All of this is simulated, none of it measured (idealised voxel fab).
Herein follows the process module entitled voxel transistor to metal.
In the cross-section labelled cut, the width is 165 nm and each square cell is 5 nm.
The cross-sections in this document take the form of a grid made of square cells. They are written out as bands, in order from top to bottom. Each band consists of one or more rows of cells.
This entry defines a band. It first specifies the height of the band's top and the height of its bottom in nm, and then specifies the band's materials from left to right, stating each material with its width in nm. The word "everywhere" identifies a single material that fills the band from edge to edge, while the word "air" identifies empty space.
The level at which height equals 0 is the one under which the wafer, as it arrives, is entirely one material. No lower edge exists for the bottom band, which continues downward and is notated as in "0 down".
When a width is written as two numbers, as in "30 to 40", the first number is the width in the top row of cells of the band and the second is the width in its bottom row, and the width changes by the same amount from each row to the next.
Where the words "left unchanged" appear for a step, the cross-section shows no cell changed by that step; every cell remained as before.
Enclosed voids (no open way to top), threshold 8 cells or more, entry "Fully sealed voids", notation width x height at distance, distance from left edge, nm.
The remark found on a step's line after its settings is issued by the simulator itself and pertains to that step.
What "overlay nm" on a step's line means: if the step has a mask, that mask lay this far to the right of its planned place, or, when the value is negative, to the left.
### Process steps - plan
1) RECEIVE: material Si
2) OXIDIZE: depth nm 5
3) CONFORMAL_DEP: material SiN, thk nm 10
4) MASKED_ETCH: tone cover, mask id ACTIVE, width nm 105, etch materials SiN, depth nm 10, overlay nm 0
5) MASKED_ETCH: tone cover, mask id ACTIVE, width nm 105, etch materials SiO2, depth nm 5, overlay nm 0
6) MASKED_ETCH: tone cover, mask id ACTIVE, width nm 105, etch materials Si, depth nm 35, overlay nm 0
7) FILL_DEP: material SiO2, thk nm 10
8) CMP: height nm 10
9) SELECTIVE_ETCH: etch materials SiO2, depth nm 5
10) STRIP: etch materials SiN
11) SELECTIVE_ETCH: etch materials SiO2, depth nm 5
12) OXIDIZE: depth nm 5
13) DIRECTIONAL_DEP: material polySi, thk nm 20
14) DIRECTIONAL_DEP: material SiCN, thk nm 10
15) PATTERN: tone cover, mask id GATE, material resist, width nm 25, thk nm 20, overlay nm 0
16) DIRECTIONAL_ETCH: etch materials SiCN, depth nm 20
17) DIRECTIONAL_ETCH: etch materials polySi, depth nm 30
18) STRIP: etch materials resist
19) CONFORMAL_DEP: material SiN, thk nm 10
20) DIRECTIONAL_ETCH: etch materials SiN, depth nm 10
21) DIRECTIONAL_ETCH: etch materials SiO2, depth nm 5
22) DIRECTIONAL_ETCH: etch materials Si, depth nm 5
23) EPI: material nSi, thk nm 10
24) FILL_DEP: material SiO2, thk nm 5
25) CMP: height nm 25
26) DIRECTIONAL_DEP: material SiO2, thk nm 15
27) MASKED_ETCH: tone open, mask id CONTACT, width nm 30, pitch nm 65, etch materials SiO2, depth nm 45, overlay nm 0
28) CONFORMAL_DEP: material TiN, thk nm 5
29) FILL_DEP: material Ru, thk nm 5
30) CMP: height nm 40
31) DIRECTIONAL_DEP: material TiN, thk nm 5
32) DIRECTIONAL_DEP: material W, thk nm 15
33) DIRECTIONAL_DEP: material aC, thk nm 15
34) PATTERN: tone cover, mask id METAL_1, material resist, width nm 20, pitch nm 75, thk nm 30, overlay nm 0
35) DIRECTIONAL_ETCH: etch materials aC, depth nm 15
36) STRIP: etch materials resist
37) DIRECTIONAL_ETCH: etch materials W, depth nm 15
38) DIRECTIONAL_ETCH: etch materials TiN, depth nm 5
39) STRIP: etch materials aC
40) FILL_DEP: material lowk, thk nm 5
41) CMP: height nm 60
42) CONFORMAL_DEP: material SiCN, thk nm 5
43) DIRECTIONAL_DEP: material SiO2, thk nm 30
44) MASKED_ETCH: tone open, mask id METAL_2, width nm 20, pitch nm 75, etch materials SiO2, depth nm 15, overlay nm 0
45) MASKED_ETCH: tone open, mask id METAL_2_HOLES, width nm 15, pitch nm 75, etch materials SiO2, depth nm 15, overlay nm 0
46) MASKED_ETCH: tone open, mask id METAL_2_HOLES, width nm 15, pitch nm 75, etch materials SiCN, depth nm 5, overlay nm 0
47) CONFORMAL_DEP: material TiN, thk nm 5
48) FILL_DEP: material Cu, thk nm 5
49) CMP: height nm 95
50) CONFORMAL_DEP: material SiN, thk nm 5
### Cross-section of the wafer at receipt, which is the condition after step 1
* 0 down  Si everywhere
* Fully sealed voids: none
### Here's the cross-section of the first of our two wafers at the end of the module - it ran as planned
* 100 to 95  SiN everywhere
* 95 to 85  SiO2 35 nm  TiN 5 nm  Cu 10 nm  TiN 5 nm  SiO2 55 nm  TiN 5 nm  Cu 10 nm  TiN 5 nm  SiO2 35 nm
* 85 to 80  SiO2 35 nm  TiN 5 nm  Cu 5 nm  TiN 10 nm  SiO2 55 nm  TiN 5 nm  Cu 5 nm  TiN 10 nm  SiO2 35 nm
* 80 to 65  SiO2 35 nm  TiN 5 nm  Cu 5 nm  TiN 5 nm  SiO2 60 nm  TiN 5 nm  Cu 5 nm  TiN 5 nm  SiO2 40 nm
* 65 to 60  SiCN 35 nm  TiN 15 nm  SiCN 60 nm  TiN 15 nm  SiCN 40 nm
* 60 to 45  lowk 35 nm  W 20 nm  lowk 55 nm  W 20 nm  lowk 35 nm
* 45 to 40  lowk 35 nm  TiN 20 nm  lowk 55 nm  TiN 20 nm  lowk 35 nm
* 40 to 30  SiO2 35 nm  TiN 5 nm  Ru 20 nm  TiN 5 nm  SiO2 35 nm  TiN 5 nm  Ru 20 nm  TiN 5 nm  SiO2 35 nm
* 30 to 25  SiO2 35 nm  TiN 5 nm  Ru 15 nm  TiN 10 nm  SiO2 35 nm  TiN 10 nm  Ru 15 nm  TiN 5 nm  SiO2 35 nm
* 25 to 15  SiO2 35 nm  TiN 5 nm  Ru 15 nm  TiN 5 nm  SiN 10 nm  SiCN 25 nm  SiN 10 nm  TiN 5 nm  Ru 15 nm  TiN 5 nm  SiO2 35 nm
* 15 to 5  SiO2 35 nm  TiN 5 nm  Ru 15 nm  TiN 5 nm  SiN 10 nm  polySi 25 nm  SiN 10 nm  TiN 5 nm  Ru 15 nm  TiN 5 nm  SiO2 35 nm
* 5 to 0  SiO2 35 nm  TiN 25 nm  SiN 10 nm  polySi 25 nm  SiN 10 nm  TiN 25 nm  SiO2 35 nm
* 0 to -5  SiO2 25 nm  SiN 10 nm  nSi 10 nm  TiN 5 nm  nSi 10 nm  SiN 10 nm  polySi 25 nm  SiN 10 nm  nSi 10 nm  TiN 5 nm  nSi 10 nm  SiN 10 nm  SiO2 25 nm
* -5 to -10  SiO2 35 nm  nSi 25 nm  SiO2 45 nm  nSi 25 nm  SiO2 35 nm
* -10 to -15  SiO2 30 nm  Si 5 nm  nSi 25 nm  Si 45 nm  nSi 25 nm  Si 5 nm  SiO2 30 nm
* -15 to -40  SiO2 30 nm  Si 105 nm  SiO2 30 nm
* -40 down  Si everywhere
* Fully sealed voids: none
### Here is the second of the two wafers cut open at the end of the module - same start, same plan as the first one, but we made one mistake running it
* 100 to 95  SiN everywhere
* 95 to 90  TiN 40 nm  Cu 10 nm  TiN 65 nm  Cu 10 nm  TiN 40 nm
* 90 to 80  SiO2 35 nm  TiN 5 nm  Cu 10 nm  TiN 5 nm  SiO2 55 nm  TiN 5 nm  Cu 10 nm  TiN 5 nm  SiO2 35 nm
* 80 to 75  SiO2 35 nm  TiN 5 nm  Cu 5 nm  TiN 10 nm  SiO2 55 nm  TiN 5 nm  Cu 5 nm  TiN 10 nm  SiO2 35 nm
* 75 to 60  SiO2 35 nm  TiN 5 nm  Cu 5 nm  TiN 5 nm  SiO2 60 nm  TiN 5 nm  Cu 5 nm  TiN 5 nm  SiO2 40 nm
* 60 to 55  SiCN 35 nm  TiN 15 nm  SiCN 60 nm  TiN 15 nm  SiCN 40 nm
* 55 to 45  lowk 35 nm  W 20 nm  lowk 55 nm  W 20 nm  lowk 35 nm
* 45 to 40  lowk 35 nm  TiN 20 nm  lowk 55 nm  TiN 20 nm  lowk 35 nm
* 40 to 30  SiO2 35 nm  TiN 5 nm  Ru 20 nm  TiN 5 nm  SiO2 35 nm  TiN 5 nm  Ru 20 nm  TiN 5 nm  SiO2 35 nm
* 30 to 25  SiO2 35 nm  TiN 5 nm  Ru 15 nm  TiN 10 nm  SiO2 35 nm  TiN 10 nm  Ru 15 nm  TiN 5 nm  SiO2 35 nm
* 25 to 15  SiO2 35 nm  TiN 5 nm  Ru 15 nm  TiN 5 nm  SiN 10 nm  SiCN 25 nm  SiN 10 nm  TiN 5 nm  Ru 15 nm  TiN 5 nm  SiO2 35 nm
* 15 to 5  SiO2 35 nm  TiN 5 nm  Ru 15 nm  TiN 5 nm  SiN 10 nm  polySi 25 nm  SiN 10 nm  TiN 5 nm  Ru 15 nm  TiN 5 nm  SiO2 35 nm
* 5 to 0  SiO2 35 nm  TiN 25 nm  SiN 10 nm  polySi 25 nm  SiN 10 nm  TiN 25 nm  SiO2 35 nm
* 0 to -5  SiO2 25 nm  SiN 10 nm  nSi 10 nm  TiN 5 nm  nSi 10 nm  SiN 10 nm  polySi 25 nm  SiN 10 nm  nSi 10 nm  TiN 5 nm  nSi 10 nm  SiN 10 nm  SiO2 25 nm
* -5 to -10  SiO2 35 nm  nSi 25 nm  SiO2 45 nm  nSi 25 nm  SiO2 35 nm
* -10 to -15  SiO2 30 nm  Si 5 nm  nSi 25 nm  Si 45 nm  nSi 25 nm  Si 5 nm  SiO2 30 nm
* -15 to -40  SiO2 30 nm  Si 105 nm  SiO2 30 nm
* -40 down  Si everywhere
* Fully sealed voids: none
What was done differently from what was planned? planned and actual differ for step 41; actual: CMP: height nm 55
Final wafer comparison in cells, second versus first, more or fewer per material: 4 more of Cu | 29 more of TiN | 8 fewer of W | 25 fewer of lowk
